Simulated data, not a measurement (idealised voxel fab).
Presented below is a process module, voxel ribs on slabs.
Xsec cut, 175 nm wide, square cell size 5 nm.
Cross-section, as written here: a square-cell grid given band by band from the top down, where a band holds one or more rows of cells. Quick guide to a band line: top height, bottom height (nm) up front; then every material left to right with its width in nm. Only one material and it's marked "edge to edge"? Then it fills the band edge to edge. And "air" just means empty space. Zero point of the height axis is 0; under it, received wafer = one material. Lowest band: continues down indefinitely, "0 nm and below". Top row gets the first number, bottom row gets the second, and each row in between changes by the same step: that is how a band width like "30->40" works. Step marked "nothing altered"? Then no cell in the cross-section changed in it. The list in "Closed internal cavities" covers empty spaces of 8 cells or more that cannot reach the top through any open way, and it gives each as width x height at distance; the distance is from the left edge, and width, height and distance are in nm. Formally, on a step line, whatever follows the settings is a remark that the simulator itself makes on the step. Regarding "overlay nm": on a step with a mask, it is the distance the mask lay to the right of its planned place; a negative value places it to the left.

Planned step list for the process:
1 RECEIVE (material Si)
2 DIRECTIONAL_DEP (material SiO2; thk nm 30)
3 DIRECTIONAL_DEP (material SiN; thk nm 20)
4 MASKED_ETCH (tone cover; mask id RIB; width nm 25; etch materials SiN; depth nm 5; overlay nm 0)
5 PATTERN (tone cover; mask id SLAB; material resist; width nm 85; thk nm 15; overlay nm 0)
6 DIRECTIONAL_ETCH (etch materials SiN; depth nm 15)
7 STRIP (etch materials resist)
8 FILL_DEP (material SiO2; thk nm 20)
9 CMP (height nm 60)
10 DIRECTIONAL_DEP (material W; thk nm 5)
11 DIRECTIONAL_DEP (material aC; thk nm 10)
12 PATTERN (tone cover; mask id HEATER; material resist; width nm 35; thk nm 30; overlay nm 0)
13 DIRECTIONAL_ETCH (etch materials aC; depth nm 10)
14 STRIP (etch materials resist)
15 DIRECTIONAL_ETCH (etch materials W; depth nm 5)
16 STRIP (etch materials aC)
17 CONFORMAL_DEP (material SiN; thk nm 5)

This is the cross-section of the wafer as we received it, i.e. after step 1:
* 0 nm and below  Si edge to edge
* Closed internal cavities: none

This is how the wafer looks in cross-section once the module is done, given the starting state and plan above and one mistake in carrying the plan out:
* 70 nm to 65 nm  air=65, SiN=45, air=65
* 65 nm to 60 nm  SiN=70, W=35, SiN=70
* 60 nm to 50 nm  SiO2 edge to edge
* 50 nm to 35 nm  SiO2=75, SiN=25, SiO2=75
* 35 nm to 30 nm  SiO2=45, SiN=85, SiO2=45
* 30 nm to 0 nm  SiO2 edge to edge
* 0 nm and below  Si edge to edge
* Closed internal cavities: none
Here's what went sideways: contrary to plan, step 4 was performed as MASKED_ETCH (tone cover; mask id RIB; width nm 25; etch materials SiN; depth nm 15; overlay nm 0)
